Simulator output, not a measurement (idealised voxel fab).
A process module follows: voxel local oxidation.
It is cross-section cut that appears here, measuring 190 nm in width, its square cells being 5 nm in size.
A cross-section is a grid of square cells, given in bands from the top down. A band is one or more rows of cells. Top height, bottom height, nm. Materials left to right, width each, nm. Single material + "edge to edge" = fills band edge to edge. "empty" = empty. The reference from which all heights are counted is 0, the level beneath which the as-received wafer is entirely one material; the lowest band, having no lower bound, proceeds downward and is written after the example "top 0, no bottom". It should be noted that a width expressed as "30..40" varies in equal increments from row to row of cells within the band, taking the value of the first number at the top row and that of the second number at the bottom row. The designation "nothing changed", where it is given for a processing step, indicates that no cell of the cross-section was altered in the course of that step. For the entry "Sealed void list", the listed items are empty spaces with no open way to the top whose size is 8 cells or more; each item follows the pattern width x height at distance, where distance is from the left edge and all three are in nm. Post-settings text on a step line: simulator's own remark regarding the step. A step line may carry the setting "overlay nm", which, for steps involving a mask, states the distance by which the mask lay to the right of its intended position; negative values denote displacement to the left.
-- Process steps foreseen in the plan
1) RECEIVE,material Si
2) CONFORMAL_DEP,material SiO2,thk nm 5
3) CONFORMAL_DEP,material SiN,thk nm 15
4) MASKED_ETCH,tone cover,mask id ACTIVE,width nm 105,etch materials SiN,depth nm 15,overlay nm 0
5) SELECTIVE_ETCH,etch materials SiO2,depth nm 5
6) OXIDIZE,depth nm 10
7) STRIP,etch materials SiN
-- as received, after step 1
  top 0, no bottom: Si edge to edge
  Sealed void list: none
-- The first of two wafers, cross-sectioned at the end of the module, with the run proceeding as planned
  top 5, bottom 0: empty=45; SiO2=95; empty=50
  top 0, bottom -10: SiO2=55; Si=75; SiO2=60
  top -10, no bottom: Si edge to edge
  Sealed void list: none
-- The second wafer, shown in cross-section after the module: started the same way as the first and given the same plan, yet one mistake crept into how it was run
  top 5, bottom 0: empty=40; SiO2=105; empty=45
  top 0, bottom -10: SiO2=50; Si=85; SiO2=55
  top -10, no bottom: Si edge to edge
  Sealed void list: none
What was done differently from what was planned? in deviation from the planned setting, step 4 was conducted as MASKED_ETCH,tone cover,mask id ACTIVE,width nm 115,etch materials SiN,depth nm 15,overlay nm 0
Count the cells at the end and the second wafer has more or fewer of some materials than the first: +4 Si, -2 SiO2
